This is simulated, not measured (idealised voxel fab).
The document below concerns the process module designated voxel self aligned vias.
Section shown: cut. Width: 260 nm. Cell size: 5 nm, square.
Cross-section = grid of square cells, listed top down in bands; band = one or more rows. Look at the band entry: it leads with the top's height and the bottom's height in nm. Then it lists the materials left to right, with a width in nm for each. The word "everywhere" on a single material says that material fills the band edge to edge. The word "empty" is empty space. Height 0 is the level under which the wafer as received is all one material. The lowest band goes on downwards, as in "0..down". With a width like "30 to 40", each row of cells in the band differs from the next by the same amount, the top row carrying the first number and the bottom row the second. "remained unchanged" -> step changed no cross-section cell. Closed-off voids of 8+ cells (no open route to the top) go in "Enclosed void catalog", written width x height at distance from the left edge, in nm. Anything after a step's settings on that line? It's the simulator's own note about the step. Steps that use a mask can have "overlay nm" on their line. It says how far the mask sat to the right of where it was meant to be. Negative means to the left.

### These are the steps we planned for the process
1. RECEIVE (material Si)
2. CONFORMAL_DEP (material SiO2; thk nm 15)
3. CONFORMAL_DEP (material SiCN; thk nm 5)
4. DIRECTIONAL_DEP (material SiO2; thk nm 20)
5. DIRECTIONAL_DEP (material aC; thk nm 10)
6. PATTERN (tone open; mask id LINES; material resist; width nm 30; pitch nm 60; thk nm 25; overlay nm 0)
7. DIRECTIONAL_ETCH (etch materials aC; depth nm 10)
8. STRIP (etch materials resist)
9. DIRECTIONAL_ETCH (etch materials SiO2; depth nm 20)
10. STRIP (etch materials aC)
11. CONFORMAL_DEP (material TiN; thk nm 5)
12. FILL_DEP (material Ru; thk nm 5)
13. CMP (height nm 40)
14. SELECTIVE_ETCH (etch materials W Ru TiN; depth nm 5)
15. FILL_DEP (material SiN; thk nm 10)
16. CMP (height nm 40)
17. DIRECTIONAL_DEP (material SiO2; thk nm 15)
18. MASKED_ETCH (tone open; mask id VIAS; width nm 40; pitch nm 120; etch materials SiO2; depth nm 15; overlay nm 0)
19. MASKED_ETCH (tone open; mask id VIAS; width nm 40; pitch nm 120; etch materials SiN; depth nm 5; overlay nm -15)
20. CONFORMAL_DEP (material TiN; thk nm 5)
21. FILL_DEP (material Ru; thk nm 10)
22. CMP (height nm 55)
23. CONFORMAL_DEP (material SiN; thk nm 5)
varied across the wafers: overlay nm of step 19. The plan shows the first wafer's value. All wafers start alike

### This is how the first of several wafers looked in cross-section when it arrived, which is after step 1
	0..down | Si everywhere
	Enclosed void catalog: none

### Row per wafer, end-of-module: cell gain (+)/loss (-) by material since the wafer came in, then closed voids
overlay nm -15, +52 Ru, +52 SiCN, +62 SiN, +400 SiO2, +58 TiN, Enclosed void catalog: none
overlay nm -10, +54 Ru, +52 SiCN, +60 SiN, +400 SiO2, +58 TiN, Enclosed void catalog: none
overlay nm -5, +56 Ru, +52 SiCN, +58 SiN, +400 SiO2, +58 TiN, Enclosed void catalog: none
overlay nm 0, +56 Ru, +52 SiCN, +58 SiN, +400 SiO2, +58 TiN, Enclosed void catalog: none
overlay nm 5, +56 Ru, +52 SiCN, +58 SiN, +400 SiO2, +58 TiN, Enclosed void catalog: none
overlay nm 10, +54 Ru, +52 SiCN, +60 SiN, +400 SiO2, +58 TiN, Enclosed void catalog: none
overlay nm 15, +52 Ru, +52 SiCN, +62 SiN, +400 SiO2, +58 TiN, Enclosed void catalog: none
